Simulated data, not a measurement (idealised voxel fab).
Proc. module: voxel gate over fins
Shown is cross-section cut, with a width of 270 nm and square cells of size 5 nm.
Reading order for cross-sections: top band down to bottom band. Underlying form: a grid of square cells. Band size: one or more rows of cells.
First you get the band's top height and its bottom height, in nm, and then the materials it's made of, left to right, with each width in nm. If you see a single material with "edge to edge", that one covers the band edge to edge. "air" is empty space.
Basically, 0 is our baseline, since under it the wafer straight out of the box is all one material. The bottom band has no lower end and keeps on going down, so it looks like "0 nm and below".
A width given as "30..40" starts at the first number in the band's top row and ends at the second number in its bottom row, shifting by an equal amount at every step from row to row.
"nothing changed" after a step means that no cell of the cross-section changed.
Under "Closed voids list" you'll find the enclosed gaps, the ones with no way out to the top, that are 8 cells or bigger; each reads width x height at distance, with distance counted from the left edge, everything in nm.
On a step's line, text after the settings is the simulator commenting on that step.
overlay nm: for a step with a mask, the amount by which the mask lay right of where it was planned; a negative amount means left of it.
Below you will find pairs of cross-sections. In each, one shows the wafer before one process step and the other after it, with the after view ending at the lowest band that changed. Under each pair is the step separating them, along with its settings. Do not assume the pairs form a chain: they can come from different runs of this module on the same starting wafer, and a pair continues from the pair above it only when its "Pre-step profile" entry says so.
### Pre-step profile
> 0 nm and below = Si edge to edge
> Closed voids list: none
### Post-Step Snapshot
> 5 nm to 0 nm = SiN edge to edge
> Heights below 0 show no change.
> Closed voids list: none
The two cross-sections above bracket this step: CONFORMAL_DEP [material SiN] [thk nm 5]
Pre-step profile: identical to the post-step cross-section of the immediately preceding pair.
### Post-Step Snapshot
> 15 nm to 5 nm = aC edge to edge
> Heights below 5 show no change.
> Closed voids list: none
The two cross-sections above bracket this step: DIRECTIONAL_DEP [material aC] [thk nm 10]
Pre-step profile: identical to the post-step cross-section of the immediately preceding pair.
### Post-Step Snapshot
> 45 nm to 15 nm = 100 nm air  15 nm resist  35 nm air  15 nm resist  105 nm air
> Heights below 15 show no change.
> Closed voids list: none
The two cross-sections above bracket this step: PATTERN [tone cover] [mask id FINS] [material resist] [width nm 15] [pitch nm 50] [thk nm 30] [overlay nm 0]
Pre-step profile: identical to the post-step cross-section of the immediately preceding pair.
### Post-Step Snapshot
> 35 nm to 15 nm = 100 nm air  15 nm resist  35 nm air  15 nm resist  105 nm air
> 15 nm to 5 nm = 100 nm air  15 nm aC  35 nm air  15 nm aC  105 nm air
> Heights below 5 show no change.
> Closed voids list: none
The two cross-sections above bracket this step: DIRECTIONAL_ETCH [etch materials aC] [depth nm 10]
Pre-step profile: identical to the post-step cross-section of the immediately preceding pair.
### Post-Step Snapshot
> 15 nm to 5 nm = 100 nm air  15 nm aC  35 nm air  15 nm aC  105 nm air
> Heights below 5 show no change.
> Closed voids list: none
The two cross-sections above bracket this step: STRIP [etch materials resist]
Pre-step profile: identical to the post-step cross-section of the immediately preceding pair.
### Post-Step Snapshot
> 15 nm to 5 nm = 100 nm air  15 nm aC  35 nm air  15 nm aC  105 nm air
> 5 nm to 0 nm = 100 nm air  15 nm SiN  35 nm air  15 nm SiN  105 nm air
> Heights below 0 show no change.
> Closed voids list: none
The two cross-sections above bracket this step: DIRECTIONAL_ETCH [etch materials SiN] [depth nm 5]
Pre-step profile: identical to the post-step cross-section of the immediately preceding pair.
### Post-Step Snapshot
> 15 nm to 5 nm = 100 nm air  15 nm aC  35 nm air  15 nm aC  105 nm air
> 5 nm to 0 nm = 100 nm air  15 nm SiN  35 nm air  15 nm SiN  105 nm air
> 0 nm to -40 nm = 100 nm air  15 nm Si  35 nm air  15 nm Si  105 nm air
> Heights below -40 show no change.
> Closed voids list: none
The two cross-sections above bracket this step: DIRECTIONAL_ETCH [etch materials Si] [depth nm 40]
Pre-step profile: identical to the post-step cross-section of the immediately preceding pair.
### Post-Step Snapshot
> 5 nm to 0 nm = 100 nm air  15 nm SiN  35 nm air  15 nm SiN  105 nm air
> Heights below 0 show no change.
> Closed voids list: none
The two cross-sections above bracket this step: STRIP [etch materials aC]
Pre-step profile: identical to the post-step cross-section of the immediately preceding pair.
### Post-Step Snapshot
> 10 nm to 5 nm = SiO2 edge to edge
> 5 nm to 0 nm = 100 nm SiO2  15 nm SiN  35 nm SiO2  15 nm SiN  105 nm SiO2
> 0 nm to -40 nm = 100 nm SiO2  15 nm Si  35 nm SiO2  15 nm Si  105 nm SiO2
> Heights below -40 show no change.
> Closed voids list: none
The two cross-sections above bracket this step: FILL_DEP [material SiO2] [thk nm 5]
Pre-step profile: identical to the post-step cross-section of the immediately preceding pair.
### Post-Step Snapshot
> 5 nm to 0 nm = 100 nm SiO2  15 nm SiN  35 nm SiO2  15 nm SiN  105 nm SiO2
> Heights below 0 show no change.
> Closed voids list: none
The two cross-sections above bracket this step: CMP [height nm 5]
Pre-step profile: identical to the post-step cross-section of the immediately preceding pair.
### Post-Step Snapshot
> 25 nm to 5 nm = 125 nm resist  15 nm air  130 nm resist
> Heights below 5 show no change.
> Closed voids list: none
The two cross-sections above bracket this step: PATTERN [tone open] [mask id RAIL] [material resist] [width nm 15] [thk nm 20] [overlay nm 0]
Pre-step profile: identical to the post-step cross-section of the immediately preceding pair.
### Post-Step Snapshot
> 25 nm to 5 nm = 125 nm resist  15 nm air  130 nm resist
> 5 nm to 0 nm = 100 nm SiO2  15 nm SiN  10 nm SiO2  15 nm air  10 nm SiO2  15 nm SiN  105 nm SiO2
> 0 nm to -35 nm = 100 nm SiO2  15 nm Si  10 nm SiO2  15 nm air  10 nm SiO2  15 nm Si  105 nm SiO2
> Heights below -35 show no change.
> Closed voids list: none
The two cross-sections above bracket this step: DIRECTIONAL_ETCH [etch materials SiO2] [depth nm 40]
Pre-step profile: identical to the post-step cross-section of the immediately preceding pair.
### Post-Step Snapshot
> 5 nm to 0 nm = 100 nm SiO2  15 nm SiN  10 nm SiO2  15 nm air  10 nm SiO2  15 nm SiN  105 nm SiO2
> Heights below 0 show no change.
> Closed voids list: none
The two cross-sections above bracket this step: STRIP [etch materials resist]
Pre-step profile: identical to the post-step cross-section of the immediately preceding pair.
### Post-Step Snapshot
> 10 nm to 5 nm = 130 nm TiN  5 nm air  135 nm TiN
> 5 nm to 0 nm = 100 nm SiO2  15 nm SiN  10 nm SiO2  5 nm TiN  5 nm air  5 nm TiN  10 nm SiO2  15 nm SiN  105 nm SiO2
> 0 nm to -30 nm = 100 nm SiO2  15 nm Si  10 nm SiO2  5 nm TiN  5 nm air  5 nm TiN  10 nm SiO2  15 nm Si  105 nm SiO2
> -30 nm to -35 nm = 100 nm SiO2  15 nm Si  10 nm SiO2  15 nm TiN  10 nm SiO2  15 nm Si  105 nm SiO2
> Heights below -35 show no change.
> Closed voids list: none
The two cross-sections above bracket this step: CONFORMAL_DEP [material TiN] [thk nm 5]
Pre-step profile: identical to the post-step cross-section of the immediately preceding pair.
### Post-Step Snapshot
> 15 nm to 10 nm = W edge to edge
> 10 nm to 5 nm = 130 nm TiN  5 nm W  135 nm TiN
> 5 nm to 0 nm = 100 nm SiO2  15 nm SiN  10 nm SiO2  5 nm TiN  5 nm W  5 nm TiN  10 nm SiO2  15 nm SiN  105 nm SiO2
> 0 nm to -30 nm = 100 nm SiO2  15 nm Si  10 nm SiO2  5 nm TiN  5 nm W  5 nm TiN  10 nm SiO2  15 nm Si  105 nm SiO2
> Heights below -30 show no change.
> Closed voids list: none
The two cross-sections above bracket this step: FILL_DEP [material W] [thk nm 5]
Pre-step profile: identical to the post-step cross-section of the immediately preceding pair.
### Post-Step Snapshot
> 5 nm to 0 nm = 100 nm SiO2  15 nm SiN  10 nm SiO2  5 nm TiN  5 nm W  5 nm TiN  10 nm SiO2  15 nm SiN  105 nm SiO2
> Heights below 0 show no change.
> Closed voids list: none
The two cross-sections above bracket this step: CMP [height nm 5]
Pre-step profile: identical to the post-step cross-section of the immediately preceding pair.
### Post-Step Snapshot
> 5 nm to 0 nm = 100 nm SiO2  15 nm SiN  10 nm SiO2  15 nm air  10 nm SiO2  15 nm SiN  105 nm SiO2
> 0 nm to -15 nm = 100 nm SiO2  15 nm Si  10 nm SiO2  15 nm air  10 nm SiO2  15 nm Si  105 nm SiO2
> Heights below -15 show no change.
> Closed voids list: none
The two cross-sections above bracket this step: SELECTIVE_ETCH [etch materials W Ru TiN] [depth nm 20]
Pre-step profile: identical to the post-step cross-section of the immediately preceding pair.
### Post-Step Snapshot
> 10 nm to 5 nm = SiO2 edge to edge
> 5 nm to 0 nm = 100 nm SiO2  15 nm SiN  35 nm SiO2  15 nm SiN  105 nm SiO2
> 0 nm to -15 nm = 100 nm SiO2  15 nm Si  35 nm SiO2  15 nm Si  105 nm SiO2
> Heights below -15 show no change.
> Closed voids list: none
The two cross-sections above bracket this step: FILL_DEP [material SiO2] [thk nm 5]
Pre-step profile: identical to the post-step cross-section of the immediately preceding pair.
### Post-Step Snapshot
> 5 nm to 0 nm = 100 nm SiO2  15 nm SiN  35 nm SiO2  15 nm SiN  105 nm SiO2
> Heights below 0 show no change.
> Closed voids list: none
The two cross-sections above bracket this step: CMP [height nm 5]
Pre-step profile: identical to the post-step cross-section of the immediately preceding pair.
### Post-Step Snapshot
> 5 nm to 0 nm = 100 nm air  15 nm SiN  35 nm air  15 nm SiN  105 nm air
> 0 nm to -10 nm = 100 nm air  15 nm Si  35 nm air  15 nm Si  105 nm air
> Heights below -10 show no change.
> Closed voids list: none
The two cross-sections above bracket this step: SELECTIVE_ETCH [etch materials SiO2] [depth nm 15]
Pre-step profile: identical to the post-step cross-section of the immediately preceding pair.
### Post-Step Snapshot
> 0 nm to -10 nm = 100 nm air  15 nm Si  35 nm air  15 nm Si  105 nm air
> Heights below -10 show no change.
> Closed voids list: none
The two cross-sections above bracket this step: STRIP [etch materials SiN]
Pre-step profile: identical to the post-step cross-section of the immediately preceding pair.
### Post-Step Snapshot
> 5 nm to 0 nm = 95 nm air  25 nm HfO2  25 nm air  25 nm HfO2  100 nm air
> 0 nm to -5 nm = 95 nm air  5 nm HfO2  15 nm Si  5 nm HfO2  25 nm air  5 nm HfO2  15 nm Si  5 nm HfO2  100 nm air
> -5 nm to -10 nm = 100 nm HfO2  15 nm Si  35 nm HfO2  15 nm Si  105 nm HfO2
> Heights below -10 show no change.
> Closed voids list: none
The two cross-sections above bracket this step: CONFORMAL_DEP [material HfO2] [thk nm 5]
Pre-step profile: identical to the post-step cross-section of the immediately preceding pair.
### Post-Step Snapshot
> 10 nm to 5 nm = 90 nm air  35 nm TiN  15 nm air  35 nm TiN  95 nm air
> 5 nm to 0 nm = 90 nm air  5 nm TiN  25 nm HfO2  5 nm TiN  15 nm air  5 nm TiN  25 nm HfO2  5 nm TiN  95 nm air
> 0 nm to -5 nm = 95 nm TiN  5 nm HfO2  15 nm Si  5 nm HfO2  25 nm TiN  5 nm HfO2  15 nm Si  5 nm HfO2  100 nm TiN
> Heights below -5 show no change.
> Closed voids list: none
The two cross-sections above bracket this step: CONFORMAL_DEP [material TiN] [thk nm 5]
Pre-step profile: identical to the post-step cross-section of the immediately preceding pair.
### Post-Step Snapshot
> 20 nm to 10 nm = W edge to edge
> 10 nm to 5 nm = 90 nm W  35 nm TiN  15 nm W  35 nm TiN  95 nm W
> 5 nm to 0 nm = 90 nm W  5 nm TiN  25 nm HfO2  5 nm TiN  15 nm W  5 nm TiN  25 nm HfO2  5 nm TiN  95 nm W
> Heights below 0 show no change.
> Closed voids list: none
The two cross-sections above bracket this step: FILL_DEP [material W] [thk nm 10]
Pre-step profile: identical to the post-step cross-section of the immediately preceding pair.
### Post-Step Snapshot
> 15 nm to 10 nm = W edge to edge
> Heights below 10 show no change.
> Closed voids list: none
The two cross-sections above bracket this step: CMP [height nm 15]
Pre-step profile: identical to the post-step cross-section of the immediately preceding pair.
### Post-Step Snapshot
> 20 nm to 15 nm = SiCN edge to edge
> Heights below 15 show no change.
> Closed voids list: none
The two cross-sections above bracket this step: CONFORMAL_DEP [material SiCN] [thk nm 5]
### Pre-step profile
> 0 nm to -10 nm = 100 nm air  15 nm Si  35 nm air  15 nm Si  105 nm air
> -10 nm to -15 nm = 100 nm SiO2  15 nm Si  35 nm SiO2  15 nm Si  105 nm SiO2
> -15 nm to -30 nm = 100 nm SiO2  15 nm Si  10 nm SiO2  5 nm TiN  5 nm W  5 nm TiN  10 nm SiO2  15 nm Si  105 nm SiO2
> -30 nm to -35 nm = 100 nm SiO2  15 nm Si  10 nm SiO2  15 nm TiN  10 nm SiO2  15 nm Si  105 nm SiO2
> -35 nm to -40 nm = 100 nm SiO2  15 nm Si  35 nm SiO2  15 nm Si  105 nm SiO2
> -40 nm and below = Si edge to edge
> Closed voids list: none
### Post-Step Snapshot
> 5 nm to 0 nm = 95 nm air  25 nm TiN  25 nm air  25 nm TiN  100 nm air
> 0 nm to -5 nm = 95 nm air  5 nm TiN  15 nm Si  5 nm TiN  25 nm air  5 nm TiN  15 nm Si  5 nm TiN  100 nm air
> -5 nm to -10 nm = 100 nm TiN  15 nm Si  35 nm TiN  15 nm Si  105 nm TiN
> Heights below -10 show no change.
> Closed voids list: none
The two cross-sections above bracket this step: CONFORMAL_DEP [material TiN] [thk nm 5]
Pre-step profile: identical to the post-step cross-section of the immediately preceding pair.
### Post-Step Snapshot
> 15 nm to 5 nm = W edge to edge
> 5 nm to 0 nm = 95 nm W  25 nm TiN  25 nm W  25 nm TiN  100 nm W
> 0 nm to -5 nm = 95 nm W  5 nm TiN  15 nm Si  5 nm TiN  25 nm W  5 nm TiN  15 nm Si  5 nm TiN  100 nm W
> Heights below -5 show no change.
> Closed voids list: none
The two cross-sections above bracket this step: FILL_DEP [material W] [thk nm 10]
Pre-step profile: identical to the post-step cross-section of the immediately preceding pair.
### Post-Step Snapshot
> 20 nm to 15 nm = SiCN edge to edge
> Heights below 15 show no change.
> Closed voids list: none
The two cross-sections above bracket this step: CONFORMAL_DEP [material SiCN] [thk nm 5]
### Pre-step profile
> 5 nm to 0 nm = 100 nm air  15 nm SiN  35 nm air  15 nm SiN  105 nm air
> 0 nm to -10 nm = 100 nm air  15 nm Si  35 nm air  15 nm Si  105 nm air
> -10 nm to -15 nm = 100 nm SiO2  15 nm Si  35 nm SiO2  15 nm Si  105 nm SiO2
> -15 nm to -30 nm = 100 nm SiO2  15 nm Si  10 nm SiO2  5 nm TiN  5 nm W  5 nm TiN  10 nm SiO2  15 nm Si  105 nm SiO2
> -30 nm to -35 nm = 100 nm SiO2  15 nm Si  10 nm SiO2  15 nm TiN  10 nm SiO2  15 nm Si  105 nm SiO2
> -35 nm to -40 nm = 100 nm SiO2  15 nm Si  35 nm SiO2  15 nm Si  105 nm SiO2
> -40 nm and below = Si edge to edge
> Closed voids list: none
### Post-Step Snapshot
> 5 nm to 0 nm = 100 nm air  15 nm SiN  35 nm air  15 nm SiN  105 nm air
> 0 nm to -15 nm = 100 nm air  15 nm Si  35 nm air  15 nm Si  105 nm air
> -15 nm to -25 nm = 100 nm air  15 nm Si  10 nm air  5 nm TiN  5 nm W  5 nm TiN  10 nm air  15 nm Si  105 nm air
> Heights below -25 show no change.
> Closed voids list: none
The two cross-sections above bracket this step: SELECTIVE_ETCH [etch materials SiO2] [depth nm 15]
Pre-step profile: identical to the post-step cross-section of the immediately preceding pair.
### Post-Step Snapshot
> 0 nm to -15 nm = 100 nm air  15 nm Si  35 nm air  15 nm Si  105 nm air
> Heights below -15 show no change.
> Closed voids list: none
The two cross-sections above bracket this step: STRIP [etch materials SiN]
Pre-step profile: identical to the post-step cross-section of the immediately preceding pair.
### Post-Step Snapshot
> 5 nm to 0 nm = 95 nm air  25 nm HfO2  25 nm air  25 nm HfO2  100 nm air
> 0 nm to -10 nm = 95 nm air  5 nm HfO2  15 nm Si  5 nm HfO2  25 nm air  5 nm HfO2  15 nm Si  5 nm HfO2  100 nm air
> -10 nm to -15 nm = 95 nm air  5 nm HfO2  15 nm Si  35 nm HfO2  15 nm Si  5 nm HfO2  100 nm air
> -15 nm to -20 nm = 95 nm air  5 nm HfO2  15 nm Si  10 nm HfO2  5 nm TiN  5 nm W  5 nm TiN  10 nm HfO2  15 nm Si  5 nm HfO2  100 nm air
> -20 nm to -25 nm = 100 nm HfO2  15 nm Si  10 nm HfO2  5 nm TiN  5 nm W  5 nm TiN  10 nm HfO2  15 nm Si  105 nm HfO2
> Heights below -25 show no change.
> Closed voids list: none
The two cross-sections above bracket this step: CONFORMAL_DEP [material HfO2] [thk nm 5]
Pre-step profile: identical to the post-step cross-section of the immediately preceding pair.
### Post-Step Snapshot
> 10 nm to 5 nm = 90 nm air  35 nm TiN  15 nm air  35 nm TiN  95 nm air
> 5 nm to 0 nm = 90 nm air  5 nm TiN  25 nm HfO2  5 nm TiN  15 nm air  5 nm TiN  25 nm HfO2  5 nm TiN  95 nm air
> 0 nm to -5 nm = 90 nm air  5 nm TiN  5 nm HfO2  15 nm Si  5 nm HfO2  5 nm TiN  15 nm air  5 nm TiN  5 nm HfO2  15 nm Si  5 nm HfO2  5 nm TiN  95 nm air
> -5 nm to -10 nm = 90 nm air  5 nm TiN  5 nm HfO2  15 nm Si  5 nm HfO2  25 nm TiN  5 nm HfO2  15 nm Si  5 nm HfO2  5 nm TiN  95 nm air
> -10 nm to -15 nm = 90 nm air  5 nm TiN  5 nm HfO2  15 nm Si  35 nm HfO2  15 nm Si  5 nm HfO2  5 nm TiN  95 nm air
> -15 nm to -20 nm = 95 nm TiN  5 nm HfO2  15 nm Si  10 nm HfO2  5 nm TiN  5 nm W  5 nm TiN  10 nm HfO2  15 nm Si  5 nm HfO2  100 nm TiN
> Heights below -20 show no change.
> Closed voids list: none
The two cross-sections above bracket this step: CONFORMAL_DEP [material TiN] [thk nm 5]
Pre-step profile: identical to the post-step cross-section of the immediately preceding pair.
### Post-Step Snapshot
> 20 nm to 10 nm = W edge to edge
> 10 nm to 5 nm = 90 nm W  35 nm TiN  15 nm W  35 nm TiN  95 nm W
> 5 nm to 0 nm = 90 nm W  5 nm TiN  25 nm HfO2  5 nm TiN  15 nm W  5 nm TiN  25 nm HfO2  5 nm TiN  95 nm W
> 0 nm to -5 nm = 90 nm W  5 nm TiN  5 nm HfO2  15 nm Si  5 nm HfO2  5 nm TiN  15 nm W  5 nm TiN  5 nm HfO2  15 nm Si  5 nm HfO2  5 nm TiN  95 nm W
> -5 nm to -10 nm = 90 nm W  5 nm TiN  5 nm HfO2  15 nm Si  5 nm HfO2  25 nm TiN  5 nm HfO2  15 nm Si  5 nm HfO2  5 nm TiN  95 nm W
> -10 nm to -15 nm = 90 nm W  5 nm TiN  5 nm HfO2  15 nm Si  35 nm HfO2  15 nm Si  5 nm HfO2  5 nm TiN  95 nm W
> Heights below -15 show no change.
> Closed voids list: none
The two cross-sections above bracket this step: FILL_DEP [material W] [thk nm 10]
Pre-step profile: identical to the post-step cross-section of the immediately preceding pair.
### Post-Step Snapshot
> 15 nm to 10 nm = W edge to edge
> Heights below 10 show no change.
> Closed voids list: none
The two cross-sections above bracket this step: CMP [height nm 15]
Pre-step profile: identical to the post-step cross-section of the immediately preceding pair.
### Post-Step Snapshot
> 20 nm to 15 nm = SiCN edge to edge
> Heights below 15 show no change.
> Closed voids list: none
The two cross-sections above bracket this step: CONFORMAL_DEP [material SiCN] [thk nm 5]
### Pre-step profile
> 5 nm to 0 nm = 100 nm SiO2  15 nm SiN  35 nm SiO2  15 nm SiN  105 nm SiO2
> 0 nm to -15 nm = 100 nm SiO2  15 nm Si  35 nm SiO2  15 nm Si  105 nm SiO2
> -15 nm to -30 nm = 100 nm SiO2  15 nm Si  10 nm SiO2  5 nm TiN  5 nm W  5 nm TiN  10 nm SiO2  15 nm Si  105 nm SiO2
> -30 nm to -35 nm = 100 nm SiO2  15 nm Si  10 nm SiO2  15 nm TiN  10 nm SiO2  15 nm Si  105 nm SiO2
> -35 nm to -40 nm = 100 nm SiO2  15 nm Si  35 nm SiO2  15 nm Si  105 nm SiO2
> -40 nm and below = Si edge to edge
> Closed voids list: none
### Post-Step Snapshot
> 5 nm to 0 nm = 100 nm SiO2  15 nm air  35 nm SiO2  15 nm air  105 nm SiO2
> Heights below 0 show no change.
> Closed voids list: none
The two cross-sections above bracket this step: STRIP [etch materials SiN]
Pre-step profile: identical to the post-step cross-section of the immediately preceding pair.
### Post-Step Snapshot
> 0 nm to -10 nm = 100 nm air  15 nm Si  35 nm air  15 nm Si  105 nm air
> -10 nm to -15 nm = 85 nm SiO2  15 nm air  15 nm Si  15 nm air  5 nm SiO2  15 nm air  15 nm Si  15 nm air  90 nm SiO2
> Heights below -15 show no change.
> Closed voids list: none
The two cross-sections above bracket this step: SELECTIVE_ETCH [etch materials SiO2] [depth nm 15]
Pre-step profile: identical to the post-step cross-section of the immediately preceding pair.
### Post-Step Snapshot
> 5 nm to 0 nm = 95 nm air  25 nm HfO2  25 nm air  25 nm HfO2  100 nm air
> 0 nm to -5 nm = 95 nm air  5 nm HfO2  15 nm Si  5 nm HfO2  25 nm air  5 nm HfO2  15 nm Si  5 nm HfO2  100 nm air
> -5 nm to -10 nm = 90 nm HfO2  5 nm air  5 nm HfO2  15 nm Si  5 nm HfO2  5 nm air  15 nm HfO2  5 nm air  5 nm HfO2  15 nm Si  5 nm HfO2  5 nm air  95 nm HfO2
> -10 nm to -15 nm = 85 nm SiO2  15 nm HfO2  15 nm Si  15 nm HfO2  5 nm SiO2  15 nm HfO2  15 nm Si  15 nm HfO2  90 nm SiO2
> Heights below -15 show no change.
> Closed voids list: none
The two cross-sections above bracket this step: CONFORMAL_DEP [material HfO2] [thk nm 5]
Pre-step profile: identical to the post-step cross-section of the immediately preceding pair.
### Post-Step Snapshot
> 10 nm to 5 nm = 90 nm air  35 nm TiN  15 nm air  35 nm TiN  95 nm air
> 5 nm to 0 nm = 90 nm air  5 nm TiN  25 nm HfO2  5 nm TiN  15 nm air  5 nm TiN  25 nm HfO2  5 nm TiN  95 nm air
> 0 nm to -5 nm = 95 nm TiN  5 nm HfO2  15 nm Si  5 nm HfO2  25 nm TiN  5 nm HfO2  15 nm Si  5 nm HfO2  100 nm TiN
> -5 nm to -10 nm = 90 nm HfO2  5 nm TiN  5 nm HfO2  15 nm Si  5 nm HfO2  5 nm TiN  15 nm HfO2  5 nm TiN  5 nm HfO2  15 nm Si  5 nm HfO2  5 nm TiN  95 nm HfO2
> Heights below -10 show no change.
> Closed voids list: none
The two cross-sections above bracket this step: CONFORMAL_DEP [material TiN] [thk nm 5]
Pre-step profile: identical to the post-step cross-section of the immediately preceding pair.
### Post-Step Snapshot
> 20 nm to 10 nm = W edge to edge
> 10 nm to 5 nm = 90 nm W  35 nm TiN  15 nm W  35 nm TiN  95 nm W
> 5 nm to 0 nm = 90 nm W  5 nm TiN  25 nm HfO2  5 nm TiN  15 nm W  5 nm TiN  25 nm HfO2  5 nm TiN  95 nm W
> Heights below 0 show no change.
> Closed voids list: none
The two cross-sections above bracket this step: FILL_DEP [material W] [thk nm 10]
Pre-step profile: identical to the post-step cross-section of the immediately preceding pair.
### Post-Step Snapshot
> 15 nm to 10 nm = W edge to edge
> Heights below 10 show no change.
> Closed voids list: none
The two cross-sections above bracket this step: CMP [height nm 15]
Pre-step profile: identical to the post-step cross-section of the immediately preceding pair.
### Post-Step Snapshot
> 20 nm to 15 nm = SiCN edge to edge
> Heights below 15 show no change.
> Closed voids list: none
The two cross-sections above bracket this step: CONFORMAL_DEP [material SiCN] [thk nm 5]
### Pre-step profile
> 15 nm to 5 nm = 100 nm air  15 nm aC  35 nm air  15 nm aC  105 nm air
> 5 nm to 0 nm = 100 nm air  15 nm SiN  35 nm air  15 nm SiN  105 nm air
> 0 nm and below = Si edge to edge
> Closed voids list: none
### Post-Step Snapshot
> 15 nm to 5 nm = 100 nm air  15 nm aC  35 nm air  15 nm aC  105 nm air
> 5 nm to 0 nm = 100 nm air  15 nm SiN  35 nm air  15 nm SiN  105 nm air
> 0 nm to -35 nm = 100 nm air  15 nm Si  35 nm air  15 nm Si  105 nm air
> Heights below -35 show no change.
> Closed voids list: none
The two cross-sections above bracket this step: DIRECTIONAL_ETCH [etch materials Si] [depth nm 35]
Pre-step profile: identical to the post-step cross-section of the immediately preceding pair.
### Post-Step Snapshot
> 5 nm to 0 nm = 100 nm air  15 nm SiN  35 nm air  15 nm SiN  105 nm air
> Heights below 0 show no change.
> Closed voids list: none
The two cross-sections above bracket this step: STRIP [etch materials aC]
Pre-step profile: identical to the post-step cross-section of the immediately preceding pair.
### Post-Step Snapshot
> 10 nm to 5 nm = SiO2 edge to edge
> 5 nm to 0 nm = 100 nm SiO2  15 nm SiN  35 nm SiO2  15 nm SiN  105 nm SiO2
> 0 nm to -35 nm = 100 nm SiO2  15 nm Si  35 nm SiO2  15 nm Si  105 nm SiO2
> Heights below -35 show no change.
> Closed voids list: none
The two cross-sections above bracket this step: FILL_DEP [material SiO2] [thk nm 5]
Pre-step profile: identical to the post-step cross-section of the immediately preceding pair.
### Post-Step Snapshot
> 5 nm to 0 nm = 100 nm SiO2  15 nm SiN  35 nm SiO2  15 nm SiN  105 nm SiO2
> Heights below 0 show no change.
> Closed voids list: none
The two cross-sections above bracket this step: CMP [height nm 5]
Pre-step profile: identical to the post-step cross-section of the immediately preceding pair.
### Post-Step Snapshot
> 25 nm to 5 nm = 125 nm resist  15 nm air  130 nm resist
> Heights below 5 show no change.
> Closed voids list: none
The two cross-sections above bracket this step: PATTERN [tone open] [mask id RAIL] [material resist] [width nm 15] [thk nm 20] [overlay nm 0]
Pre-step profile: identical to the post-step cross-section of the immediately preceding pair.
### Post-Step Snapshot
> 25 nm to 5 nm = 125 nm resist  15 nm air  130 nm resist
> 5 nm to 0 nm = 100 nm SiO2  15 nm SiN  10 nm SiO2  15 nm air  10 nm SiO2  15 nm SiN  105 nm SiO2
> 0 nm to -35 nm = 100 nm SiO2  15 nm Si  10 nm SiO2  15 nm air  10 nm SiO2  15 nm Si  105 nm SiO2
> Heights below -35 show no change.
> Closed voids list: none
The two cross-sections above bracket this step: DIRECTIONAL_ETCH [etch materials SiO2] [depth nm 40]
Pre-step profile: identical to the post-step cross-section of the immediately preceding pair.
### Post-Step Snapshot
> 5 nm to 0 nm = 100 nm SiO2  15 nm SiN  10 nm SiO2  15 nm air  10 nm SiO2  15 nm SiN  105 nm SiO2
> Heights below 0 show no change.
> Closed voids list: none
The two cross-sections above bracket this step: STRIP [etch materials resist]
Pre-step profile: identical to the post-step cross-section of the immediately preceding pair.
### Post-Step Snapshot
> 10 nm to 5 nm = 130 nm TiN  5 nm air  135 nm TiN
> 5 nm to 0 nm = 100 nm SiO2  15 nm SiN  10 nm SiO2  5 nm TiN  5 nm air  5 nm TiN  10 nm SiO2  15 nm SiN  105 nm SiO2
> 0 nm to -30 nm = 100 nm SiO2  15 nm Si  10 nm SiO2  5 nm TiN  5 nm air  5 nm TiN  10 nm SiO2  15 nm Si  105 nm SiO2
> -30 nm to -35 nm = 100 nm SiO2  15 nm Si  10 nm SiO2  15 nm TiN  10 nm SiO2  15 nm Si  105 nm SiO2
> Heights below -35 show no change.
> Closed voids list: none
The two cross-sections above bracket this step: CONFORMAL_DEP [material TiN] [thk nm 5]
Pre-step profile: identical to the post-step cross-section of the immediately preceding pair.
### Post-Step Snapshot
> 15 nm to 10 nm = W edge to edge
> 10 nm to 5 nm = 130 nm TiN  5 nm W  135 nm TiN
> 5 nm to 0 nm = 100 nm SiO2  15 nm SiN  10 nm SiO2  5 nm TiN  5 nm W  5 nm TiN  10 nm SiO2  15 nm SiN  105 nm SiO2
> 0 nm to -30 nm = 100 nm SiO2  15 nm Si  10 nm SiO2  5 nm TiN  5 nm W  5 nm TiN  10 nm SiO2  15 nm Si  105 nm SiO2
> Heights below -30 show no change.
> Closed voids list: none
The two cross-sections above bracket this step: FILL_DEP [material W] [thk nm 5]
Pre-step profile: identical to the post-step cross-section of the immediately preceding pair.
### Post-Step Snapshot
> 5 nm to 0 nm = 100 nm SiO2  15 nm SiN  10 nm SiO2  5 nm TiN  5 nm W  5 nm TiN  10 nm SiO2  15 nm SiN  105 nm SiO2
> Heights below 0 show no change.
> Closed voids list: none
The two cross-sections above bracket this step: CMP [height nm 5]
Pre-step profile: identical to the post-step cross-section of the immediately preceding pair.
### Post-Step Snapshot
> 5 nm to 0 nm = 100 nm SiO2  15 nm SiN  10 nm SiO2  15 nm air  10 nm SiO2  15 nm SiN  105 nm SiO2
> 0 nm to -15 nm = 100 nm SiO2  15 nm Si  10 nm SiO2  15 nm air  10 nm SiO2  15 nm Si  105 nm SiO2
> Heights below -15 show no change.
> Closed voids list: none
The two cross-sections above bracket this step: SELECTIVE_ETCH [etch materials W Ru TiN] [depth nm 20]
Pre-step profile: identical to the post-step cross-section of the immediately preceding pair.
### Post-Step Snapshot
> 10 nm to 5 nm = SiO2 edge to edge
> 5 nm to 0 nm = 100 nm SiO2  15 nm SiN  35 nm SiO2  15 nm SiN  105 nm SiO2
> 0 nm to -15 nm = 100 nm SiO2  15 nm Si  35 nm SiO2  15 nm Si  105 nm SiO2
> Heights below -15 show no change.
> Closed voids list: none
The two cross-sections above bracket this step: FILL_DEP [material SiO2] [thk nm 5]
Pre-step profile: identical to the post-step cross-section of the immediately preceding pair.
### Post-Step Snapshot
> 5 nm to 0 nm = 100 nm SiO2  15 nm SiN  35 nm SiO2  15 nm SiN  105 nm SiO2
> Heights below 0 show no change.
> Closed voids list: none
The two cross-sections above bracket this step: CMP [height nm 5]
Pre-step profile: identical to the post-step cross-section of the immediately preceding pair.
### Post-Step Snapshot
> 5 nm to 0 nm = 100 nm air  15 nm SiN  35 nm air  15 nm SiN  105 nm air
> 0 nm to -10 nm = 100 nm air  15 nm Si  35 nm air  15 nm Si  105 nm air
> Heights below -10 show no change.
> Closed voids list: none
The two cross-sections above bracket this step: SELECTIVE_ETCH [etch materials SiO2] [depth nm 15]
Pre-step profile: identical to the post-step cross-section of the immediately preceding pair.
### Post-Step Snapshot
> 0 nm to -10 nm = 100 nm air  15 nm Si  35 nm air  15 nm Si  105 nm air
> Heights below -10 show no change.
> Closed voids list: none
The two cross-sections above bracket this step: STRIP [etch materials SiN]
